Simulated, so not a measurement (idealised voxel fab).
Presented below is a process module, voxel wiring stack.
285 nm wide, 5 nm square cells: that's cross-section cut.
Heads up, the way a cross-section reads in here is a grid of square cells, handed over as bands from the top down, with every band being one or more rows of cells. Each band's line starts with the height of the band's top and of its bottom, in nm. Then come its materials from left to right, each with its width in nm. One material with "all across" fills the band from edge to edge. "blank" is empty space. All heights in this document are referenced to 0, defined as the level beneath which the wafer, as received, consists entirely of one material. The lowest band is not bounded below; it extends indefinitely downward and is written in the form "0..down". The notation "30..40" denotes a width that varies across the rows of cells in the band, beginning at the first number in the top row, finishing at the second number in the bottom row, and changing by an identical amount from each row to the next. For the purposes of this document, the phrase "no change occurred" attached to a step denotes that no cell within the cross-section was modified by that step. So "Closed internal cavities" is basically the list of trapped voids: any empty space of 8 cells or more that can't reach the top through an opening. They're written width x height at distance, the distance being from the left edge, and it's all nm. It should be noted that, on the line of a given step, the content following the step's settings is a remark produced by the simulator itself with respect to that step. The setting "overlay nm" may be written on the line of a step. When the step uses a mask, the value reports how far to the right of the planned place the mask lay, and a negative value reports that it lay to the left.

**Process steps foreseen in the plan**
| 1 | RECEIVE | material Si |
| 2 | CONFORMAL_DEP | material SiO2 | thk nm 15 |
| 3 | CONFORMAL_DEP | material SiN | thk nm 5 |
| 4 | DIRECTIONAL_DEP | material SiO2 | thk nm 20 |
| 5 | DIRECTIONAL_DEP | material aC | thk nm 15 |
| 6 | PATTERN | tone open | mask id METAL_1 | material resist | width nm 25 | pitch nm 50 | thk nm 35 | overlay nm 0 |
| 7 | DIRECTIONAL_ETCH | etch materials aC | depth nm 15 |
| 8 | STRIP | etch materials resist |
| 9 | DIRECTIONAL_ETCH | etch materials SiO2 | depth nm 20 |
| 10 | DIRECTIONAL_ETCH | etch materials SiN | depth nm 5 |
| 11 | STRIP | etch materials aC |
| 12 | CONFORMAL_DEP | material TiN | thk nm 5 |
| 13 | FILL_DEP | material W | thk nm 5 |
| 14 | CMP | height nm 40 |
| 15 | EPI | material Ru | thk nm 5 |
| 16 | FILL_DEP | material SiCN | thk nm 5 |
| 17 | DIRECTIONAL_DEP | material SiO2 | thk nm 15 |
| 18 | PATTERN | tone open | mask id PLUG_1 | material resist | width nm 15 | pitch nm 50 | thk nm 20 | overlay nm 0 |
| 19 | DIRECTIONAL_ETCH | etch materials SiO2 | depth nm 15 |
| 20 | DIRECTIONAL_ETCH | etch materials SiCN | depth nm 5 |
| 21 | STRIP | etch materials resist |
| 22 | CONFORMAL_DEP | material TiN | thk nm 5 |
| 23 | FILL_DEP | material Ru | thk nm 10 |
| 24 | CMP | height nm 65 |
| 25 | CONFORMAL_DEP | material SiN | thk nm 5 |
| 26 | DIRECTIONAL_DEP | material lowk | thk nm 20 |
| 27 | MASKED_ETCH | tone open | mask id METAL_2 | width nm 25 | pitch nm 50 | etch materials lowk | depth nm 20 | overlay nm 0 |
| 28 | MASKED_ETCH | tone open | mask id METAL_2 | width nm 25 | pitch nm 50 | etch materials SiN | depth nm 5 | overlay nm 0 |
| 29 | CONFORMAL_DEP | material TiN | thk nm 5 |
| 30 | FILL_DEP | material Cu | thk nm 5 |
| 31 | CMP | height nm 90 |
| 32 | CONFORMAL_DEP | material SiCN | thk nm 5 |

**So, the first of our two wafers, run just as we planned it**

**Received-state cross-section, reflecting completion of step 1**
> 0..down: Si all across
> Closed internal cavities: none

**Cross-section through the wafer, step 2 finished**
> 15..0: SiO2 all across
> All layers under 0 are left as they were.

**Cross-section through the wafer, step 3 finished**
> 20..15: SiN all across
> All layers under 15 are left as they were.

**Cross-section through the wafer, step 4 finished**
> 40..20: SiO2 all across
> All layers under 20 are left as they were.

**Cross-section through the wafer, step 5 finished**
> 55..40: aC all across
> All layers under 40 are left as they were.

**Cross-section through the wafer, step 6 finished**
> 90..55: 80 resist, 25 blank, 25 resist, 25 blank, 25 resist, 25 blank, 80 resist
> All layers under 55 are left as they were.

**Cross-section through the wafer, step 7 finished**
> 75..55: 80 resist, 25 blank, 25 resist, 25 blank, 25 resist, 25 blank, 80 resist
> 55..40: 80 aC, 25 blank, 25 aC, 25 blank, 25 aC, 25 blank, 80 aC
> All layers under 40 are left as they were.

**Cross-section through the wafer, step 8 finished**
> 55..40: 80 aC, 25 blank, 25 aC, 25 blank, 25 aC, 25 blank, 80 aC
> All layers under 40 are left as they were.

**Cross-section through the wafer, step 9 finished**
> 55..40: 80 aC, 25 blank, 25 aC, 25 blank, 25 aC, 25 blank, 80 aC
> 40..20: 80 SiO2, 25 blank, 25 SiO2, 25 blank, 25 SiO2, 25 blank, 80 SiO2
> All layers under 20 are left as they were.

**Cross-section through the wafer, step 10 finished**
> 55..40: 80 aC, 25 blank, 25 aC, 25 blank, 25 aC, 25 blank, 80 aC
> 40..20: 80 SiO2, 25 blank, 25 SiO2, 25 blank, 25 SiO2, 25 blank, 80 SiO2
> 20..15: 80 SiN, 25 blank, 25 SiN, 25 blank, 25 SiN, 25 blank, 80 SiN
> All layers under 15 are left as they were.

**Cross-section through the wafer, step 11 finished**
> 40..20: 80 SiO2, 25 blank, 25 SiO2, 25 blank, 25 SiO2, 25 blank, 80 SiO2
> All layers under 20 are left as they were.

**Cross-section through the wafer, step 12 finished**
> 45..40: 85 TiN, 15 blank, 35 TiN, 15 blank, 35 TiN, 15 blank, 85 TiN
> 40..20: 80 SiO2, 5 TiN, 15 blank, 5 TiN, 25 SiO2, 5 TiN, 15 blank, 5 TiN, 25 SiO2, 5 TiN, 15 blank, 5 TiN, 80 SiO2
> 20..15: 80 SiN, 25 TiN, 25 SiN, 25 TiN, 25 SiN, 25 TiN, 80 SiN
> All layers under 15 are left as they were.

**Cross-section through the wafer, step 13 finished**
> 50..45: W all across
> 45..40: 85 TiN, 15 W, 35 TiN, 15 W, 35 TiN, 15 W, 85 TiN
> 40..20: 80 SiO2, 5 TiN, 15 W, 5 TiN, 25 SiO2, 5 TiN, 15 W, 5 TiN, 25 SiO2, 5 TiN, 15 W, 5 TiN, 80 SiO2
> All layers under 20 are left as they were.

**Cross-section through the wafer, step 14 finished**
> 40..20: 80 SiO2, 5 TiN, 15 W, 5 TiN, 25 SiO2, 5 TiN, 15 W, 5 TiN, 25 SiO2, 5 TiN, 15 W, 5 TiN, 80 SiO2
> All layers under 20 are left as they were.

**Cross-section through the wafer, step 15 finished**
> 45..40: 75 blank, 35 Ru, 15 blank, 35 Ru, 15 blank, 35 Ru, 75 blank
> All layers under 40 are left as they were.

**Cross-section through the wafer, step 16 finished**
> 50..45: SiCN all across
> 45..40: 75 SiCN, 35 Ru, 15 SiCN, 35 Ru, 15 SiCN, 35 Ru, 75 SiCN
> All layers under 40 are left as they were.

**Cross-section through the wafer, step 17 finished**
> 65..50: SiO2 all across
> All layers under 50 are left as they were.

**Cross-section through the wafer, step 18 finished**
> 85..65: 80 resist, 15 blank, 35 resist, 15 blank, 35 resist, 15 blank, 90 resist
> All layers under 65 are left as they were.

**Cross-section through the wafer, step 19 finished**
> 85..65: 80 resist, 15 blank, 35 resist, 15 blank, 35 resist, 15 blank, 90 resist
> 65..50: 80 SiO2, 15 blank, 35 SiO2, 15 blank, 35 SiO2, 15 blank, 90 SiO2
> All layers under 50 are left as they were.

**Cross-section through the wafer, step 20 finished**
> 85..65: 80 resist, 15 blank, 35 resist, 15 blank, 35 resist, 15 blank, 90 resist
> 65..50: 80 SiO2, 15 blank, 35 SiO2, 15 blank, 35 SiO2, 15 blank, 90 SiO2
> 50..45: 80 SiCN, 15 blank, 35 SiCN, 15 blank, 35 SiCN, 15 blank, 90 SiCN
> All layers under 45 are left as they were.

**Cross-section through the wafer, step 21 finished**
> 65..50: 80 SiO2, 15 blank, 35 SiO2, 15 blank, 35 SiO2, 15 blank, 90 SiO2
> All layers under 50 are left as they were.

**Cross-section through the wafer, step 22 finished**
> 70..65: 85 TiN, 5 blank, 45 TiN, 5 blank, 45 TiN, 5 blank, 95 TiN
> 65..50: 80 SiO2, 5 TiN, 5 blank, 5 TiN, 35 SiO2, 5 TiN, 5 blank, 5 TiN, 35 SiO2, 5 TiN, 5 blank, 5 TiN, 90 SiO2
> 50..45: 80 SiCN, 15 TiN, 35 SiCN, 15 TiN, 35 SiCN, 15 TiN, 90 SiCN
> All layers under 45 are left as they were.

**Cross-section through the wafer, step 23 finished**
> 80..70: Ru all across
> 70..65: 85 TiN, 5 Ru, 45 TiN, 5 Ru, 45 TiN, 5 Ru, 95 TiN
> 65..50: 80 SiO2, 5 TiN, 5 Ru, 5 TiN, 35 SiO2, 5 TiN, 5 Ru, 5 TiN, 35 SiO2, 5 TiN, 5 Ru, 5 TiN, 90 SiO2
> All layers under 50 are left as they were.

**Cross-section through the wafer, step 24 finished**
> 65..50: 80 SiO2, 5 TiN, 5 Ru, 5 TiN, 35 SiO2, 5 TiN, 5 Ru, 5 TiN, 35 SiO2, 5 TiN, 5 Ru, 5 TiN, 90 SiO2
> All layers under 50 are left as they were.

**Cross-section through the wafer, step 25 finished**
> 70..65: SiN all across
> All layers under 65 are left as they were.

**Cross-section through the wafer, step 26 finished**
> 90..70: lowk all across
> All layers under 70 are left as they were.

**Cross-section through the wafer, step 27 finished**
> 90..70: 80 lowk, 25 blank, 25 lowk, 25 blank, 25 lowk, 25 blank, 80 lowk
> All layers under 70 are left as they were.

**Cross-section through the wafer, step 28 finished**
> 90..70: 80 lowk, 25 blank, 25 lowk, 25 blank, 25 lowk, 25 blank, 80 lowk
> 70..65: 80 SiN, 25 blank, 25 SiN, 25 blank, 25 SiN, 25 blank, 80 SiN
> All layers under 65 are left as they were.

**Cross-section through the wafer, step 29 finished**
> 95..90: 85 TiN, 15 blank, 35 TiN, 15 blank, 35 TiN, 15 blank, 85 TiN
> 90..70: 80 lowk, 5 TiN, 15 blank, 5 TiN, 25 lowk, 5 TiN, 15 blank, 5 TiN, 25 lowk, 5 TiN, 15 blank, 5 TiN, 80 lowk
> 70..65: 80 SiN, 25 TiN, 25 SiN, 25 TiN, 25 SiN, 25 TiN, 80 SiN
> All layers under 65 are left as they were.

**Cross-section through the wafer, step 30 finished**
> 100..95: Cu all across
> 95..90: 85 TiN, 15 Cu, 35 TiN, 15 Cu, 35 TiN, 15 Cu, 85 TiN
> 90..70: 80 lowk, 5 TiN, 15 Cu, 5 TiN, 25 lowk, 5 TiN, 15 Cu, 5 TiN, 25 lowk, 5 TiN, 15 Cu, 5 TiN, 80 lowk
> All layers under 70 are left as they were.

**Cross-section through the wafer, step 31 finished**
> 90..70: 80 lowk, 5 TiN, 15 Cu, 5 TiN, 25 lowk, 5 TiN, 15 Cu, 5 TiN, 25 lowk, 5 TiN, 15 Cu, 5 TiN, 80 lowk
> All layers under 70 are left as they were.

**Cross-section through the wafer, step 32 finished**
> 95..90: SiCN all across
> All layers under 90 are left as they were.

**What follows concerns the second wafer, which started out like the first and was meant to follow the very same plan; one mistake crept in when it was run, but everything up to and including step 1 is the same as for the first wafer**

**Second wafer, cut view, end of step 2 per plan**
> 30..0: SiO2 all across
> All layers under 0 are left as they were.

**Second wafer, cut view, end of step 3 per plan**
> 35..30: SiN all across
> All layers under 30 are left as they were.

**Second wafer, cut view, end of step 4 per plan**
> 55..35: SiO2 all across
> All layers under 35 are left as they were.

**Second wafer, cut view, end of step 5 per plan**
> 70..55: aC all across
> All layers under 55 are left as they were.

**Second wafer, cut view, end of step 6 per plan**
> 105..70: 80 resist, 25 blank, 25 resist, 25 blank, 25 resist, 25 blank, 80 resist
> All layers under 70 are left as they were.

**Second wafer, cut view, end of step 7 per plan**
> 90..70: 80 resist, 25 blank, 25 resist, 25 blank, 25 resist, 25 blank, 80 resist
> 70..55: 80 aC, 25 blank, 25 aC, 25 blank, 25 aC, 25 blank, 80 aC
> All layers under 55 are left as they were.

**Second wafer, cut view, end of step 8 per plan**
> 70..55: 80 aC, 25 blank, 25 aC, 25 blank, 25 aC, 25 blank, 80 aC
> All layers under 55 are left as they were.

**Second wafer, cut view, end of step 9 per plan**
> 70..55: 80 aC, 25 blank, 25 aC, 25 blank, 25 aC, 25 blank, 80 aC
> 55..35: 80 SiO2, 25 blank, 25 SiO2, 25 blank, 25 SiO2, 25 blank, 80 SiO2
> All layers under 35 are left as they were.

**Second wafer, cut view, end of step 10 per plan**
> 70..55: 80 aC, 25 blank, 25 aC, 25 blank, 25 aC, 25 blank, 80 aC
> 55..35: 80 SiO2, 25 blank, 25 SiO2, 25 blank, 25 SiO2, 25 blank, 80 SiO2
> 35..30: 80 SiN, 25 blank, 25 SiN, 25 blank, 25 SiN, 25 blank, 80 SiN
> All layers under 30 are left as they were.

**Second wafer, cut view, end of step 11 per plan**
> 55..35: 80 SiO2, 25 blank, 25 SiO2, 25 blank, 25 SiO2, 25 blank, 80 SiO2
> All layers under 35 are left as they were.

**Second wafer, cut view, end of step 12 per plan**
> 60..55: 85 TiN, 15 blank, 35 TiN, 15 blank, 35 TiN, 15 blank, 85 TiN
> 55..35: 80 SiO2, 5 TiN, 15 blank, 5 TiN, 25 SiO2, 5 TiN, 15 blank, 5 TiN, 25 SiO2, 5 TiN, 15 blank, 5 TiN, 80 SiO2
> 35..30: 80 SiN, 25 TiN, 25 SiN, 25 TiN, 25 SiN, 25 TiN, 80 SiN
> All layers under 30 are left as they were.

**Second wafer, cut view, end of step 13 per plan**
> 65..60: W all across
> 60..55: 85 TiN, 15 W, 35 TiN, 15 W, 35 TiN, 15 W, 85 TiN
> 55..35: 80 SiO2, 5 TiN, 15 W, 5 TiN, 25 SiO2, 5 TiN, 15 W, 5 TiN, 25 SiO2, 5 TiN, 15 W, 5 TiN, 80 SiO2
> All layers under 35 are left as they were.

**Second wafer, cut view, end of step 14 per plan**
> 40..35: 80 SiO2, 5 TiN, 15 W, 5 TiN, 25 SiO2, 5 TiN, 15 W, 5 TiN, 25 SiO2, 5 TiN, 15 W, 5 TiN, 80 SiO2
> All layers under 35 are left as they were.

**Second wafer, cut view, end of step 15 per plan**
> 45..40: 75 blank, 35 Ru, 15 blank, 35 Ru, 15 blank, 35 Ru, 75 blank
> All layers under 40 are left as they were.

**Second wafer, cut view, end of step 16 per plan**
> 50..45: SiCN all across
> 45..40: 75 SiCN, 35 Ru, 15 SiCN, 35 Ru, 15 SiCN, 35 Ru, 75 SiCN
> All layers under 40 are left as they were.

**Second wafer, cut view, end of step 17 per plan**
> 65..50: SiO2 all across
> All layers under 50 are left as they were.

**Second wafer, cut view, end of step 18 per plan**
> 85..65: 80 resist, 15 blank, 35 resist, 15 blank, 35 resist, 15 blank, 90 resist
> All layers under 65 are left as they were.

**Second wafer, cut view, end of step 19 per plan**
> 85..65: 80 resist, 15 blank, 35 resist, 15 blank, 35 resist, 15 blank, 90 resist
> 65..50: 80 SiO2, 15 blank, 35 SiO2, 15 blank, 35 SiO2, 15 blank, 90 SiO2
> All layers under 50 are left as they were.

**Second wafer, cut view, end of step 20 per plan**
> 85..65: 80 resist, 15 blank, 35 resist, 15 blank, 35 resist, 15 blank, 90 resist
> 65..50: 80 SiO2, 15 blank, 35 SiO2, 15 blank, 35 SiO2, 15 blank, 90 SiO2
> 50..45: 80 SiCN, 15 blank, 35 SiCN, 15 blank, 35 SiCN, 15 blank, 90 SiCN
> All layers under 45 are left as they were.

**Second wafer, cut view, end of step 21 per plan**
> 65..50: 80 SiO2, 15 blank, 35 SiO2, 15 blank, 35 SiO2, 15 blank, 90 SiO2
> All layers under 50 are left as they were.

**Second wafer, cut view, end of step 22 per plan**
> 70..65: 85 TiN, 5 blank, 45 TiN, 5 blank, 45 TiN, 5 blank, 95 TiN
> 65..50: 80 SiO2, 5 TiN, 5 blank, 5 TiN, 35 SiO2, 5 TiN, 5 blank, 5 TiN, 35 SiO2, 5 TiN, 5 blank, 5 TiN, 90 SiO2
> 50..45: 80 SiCN, 15 TiN, 35 SiCN, 15 TiN, 35 SiCN, 15 TiN, 90 SiCN
> All layers under 45 are left as they were.

**Second wafer, cut view, end of step 23 per plan**
> 80..70: Ru all across
> 70..65: 85 TiN, 5 Ru, 45 TiN, 5 Ru, 45 TiN, 5 Ru, 95 TiN
> 65..50: 80 SiO2, 5 TiN, 5 Ru, 5 TiN, 35 SiO2, 5 TiN, 5 Ru, 5 TiN, 35 SiO2, 5 TiN, 5 Ru, 5 TiN, 90 SiO2
> All layers under 50 are left as they were.

**Second wafer, cut view, end of step 24 per plan**
> 65..50: 80 SiO2, 5 TiN, 5 Ru, 5 TiN, 35 SiO2, 5 TiN, 5 Ru, 5 TiN, 35 SiO2, 5 TiN, 5 Ru, 5 TiN, 90 SiO2
> All layers under 50 are left as they were.

**Second wafer, cut view, end of step 25 per plan**
> 70..65: SiN all across
> All layers under 65 are left as they were.

**Second wafer, cut view, end of step 26 per plan**
> 90..70: lowk all across
> All layers under 70 are left as they were.

**Second wafer, cut view, end of step 27 per plan**
> 90..70: 80 lowk, 25 blank, 25 lowk, 25 blank, 25 lowk, 25 blank, 80 lowk
> All layers under 70 are left as they were.

**Second wafer, cut view, end of step 28 per plan**
> 90..70: 80 lowk, 25 blank, 25 lowk, 25 blank, 25 lowk, 25 blank, 80 lowk
> 70..65: 80 SiN, 25 blank, 25 SiN, 25 blank, 25 SiN, 25 blank, 80 SiN
> All layers under 65 are left as they were.

**Second wafer, cut view, end of step 29 per plan**
> 95..90: 85 TiN, 15 blank, 35 TiN, 15 blank, 35 TiN, 15 blank, 85 TiN
> 90..70: 80 lowk, 5 TiN, 15 blank, 5 TiN, 25 lowk, 5 TiN, 15 blank, 5 TiN, 25 lowk, 5 TiN, 15 blank, 5 TiN, 80 lowk
> 70..65: 80 SiN, 25 TiN, 25 SiN, 25 TiN, 25 SiN, 25 TiN, 80 SiN
> All layers under 65 are left as they were.

**Second wafer, cut view, end of step 30 per plan**
> 100..95: Cu all across
> 95..90: 85 TiN, 15 Cu, 35 TiN, 15 Cu, 35 TiN, 15 Cu, 85 TiN
> 90..70: 80 lowk, 5 TiN, 15 Cu, 5 TiN, 25 lowk, 5 TiN, 15 Cu, 5 TiN, 25 lowk, 5 TiN, 15 Cu, 5 TiN, 80 lowk
> All layers under 70 are left as they were.

**Second wafer, cut view, end of step 31 per plan**
> 90..70: 80 lowk, 5 TiN, 15 Cu, 5 TiN, 25 lowk, 5 TiN, 15 Cu, 5 TiN, 25 lowk, 5 TiN, 15 Cu, 5 TiN, 80 lowk
> All layers under 70 are left as they were.

**Second wafer, cut view, end of step 32 per plan**
> 95..90: SiCN all across
> All layers under 90 are left as they were.
So what did we get wrong on this run? regarding the plan, step 2 was run twice
Final difference in cells, second wafer against first, listed per material as more or fewer: SiO2: 45 more; TiN: 18 fewer; W: 27 fewer
